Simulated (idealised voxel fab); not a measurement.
This section sets out a process module, namely voxel spacer lines.
Square cells of 5 nm make up the cross-section cut, whose width is 270 nm.
Notation: cross-section as square-cell grid; stated in bands, top first, going down; one or more cell rows per band.
A band entry consists of two parts. The first gives the height of the band's top and the height of its bottom, in nm. The rest lists the band's materials from left to right, each with its width in nm. A single material labelled with the word "everywhere" fills the band from edge to edge, and the word "blank" marks empty space.
Below 0: as-received wafer, all one material; heights counted from there. Lowest band: no bottom, goes on down, written "0 and below".
The two numbers in a width such as "30..40" mark its ends across the band: the first belongs to the top row of cells, the second to the bottom row, and from each row to the next the width moves by the same amount.
You'll sometimes find "no modification" written for a step, and that's the way of saying that nowhere in the cross-section did a cell change during that step.
Under "Closed internal voids" you'll find the enclosed gaps, the ones with no way out to the top, that are 8 cells or bigger; each reads width x height at distance, with distance counted from the left edge, everything in nm.
Formally, on a step line, whatever follows the settings is a remark that the simulator itself makes on the step.
When a step includes a mask, the "overlay nm" setting on its line states how far to the right of its planned place that mask lay, and negative values state how far to the left.

-- The steps planned for the process are as follows
1 op RECEIVE | material Si
2 op CONFORMAL_DEP | material Al2O3 | thk nm 5
3 op DIRECTIONAL_DEP | material SiN | thk nm 15
4 op DIRECTIONAL_DEP | material aC | thk nm 20
5 op PATTERN | tone cover | mask id MANDREL | material resist | width nm 25 | pitch nm 70 | thk nm 25 | overlay nm 0
6 op DIRECTIONAL_ETCH | etch materials aC | depth nm 20
7 op STRIP | etch materials resist
8 op CONFORMAL_DEP | material SiO2 | thk nm 10
9 op DIRECTIONAL_ETCH | etch materials SiO2 | depth nm 10
10 op STRIP | etch materials aC
11 op DIRECTIONAL_ETCH | etch materials SiN | depth nm 15
12 op STRIP | etch materials SiO2
13 op FILL_DEP | material SiO2 | thk nm 10
14 op CMP | height nm 20

-- The cross-section here shows the wafer as received, i.e. in its state after step 1
> 0 and below = Si everywhere
> Closed internal voids: none

-- Cross-sectional view of the first of the two wafers upon completion of the module, processed in accordance with the plan
> 20 down to 5 = 40 SiO2; 10 SiN; 25 SiO2; 10 SiN; 25 SiO2; 10 SiN; 25 SiO2; 10 SiN; 25 SiO2; 10 SiN; 25 SiO2; 10 SiN; 45 SiO2
> 5 down to 0 = Al2O3 everywhere
> 0 and below = Si everywhere
> Closed internal voids: none

-- Second of two wafers, module complete, sectioned: it shares the first wafer's start and plan but was run with one mistake
> 20 down to 15 = SiO2 everywhere
> 15 down to 0 = 40 SiO2; 10 SiN; 25 SiO2; 10 SiN; 25 SiO2; 10 SiN; 25 SiO2; 10 SiN; 25 SiO2; 10 SiN; 25 SiO2; 10 SiN; 45 SiO2
> 0 and below = Si everywhere
> Closed internal voids: none
Deviation from plan: step 2 was left out
Final comparison by cell count, materials where the second wafer has more or fewer than the first: Al2O3: 54 fewer; SiO2: 54 more
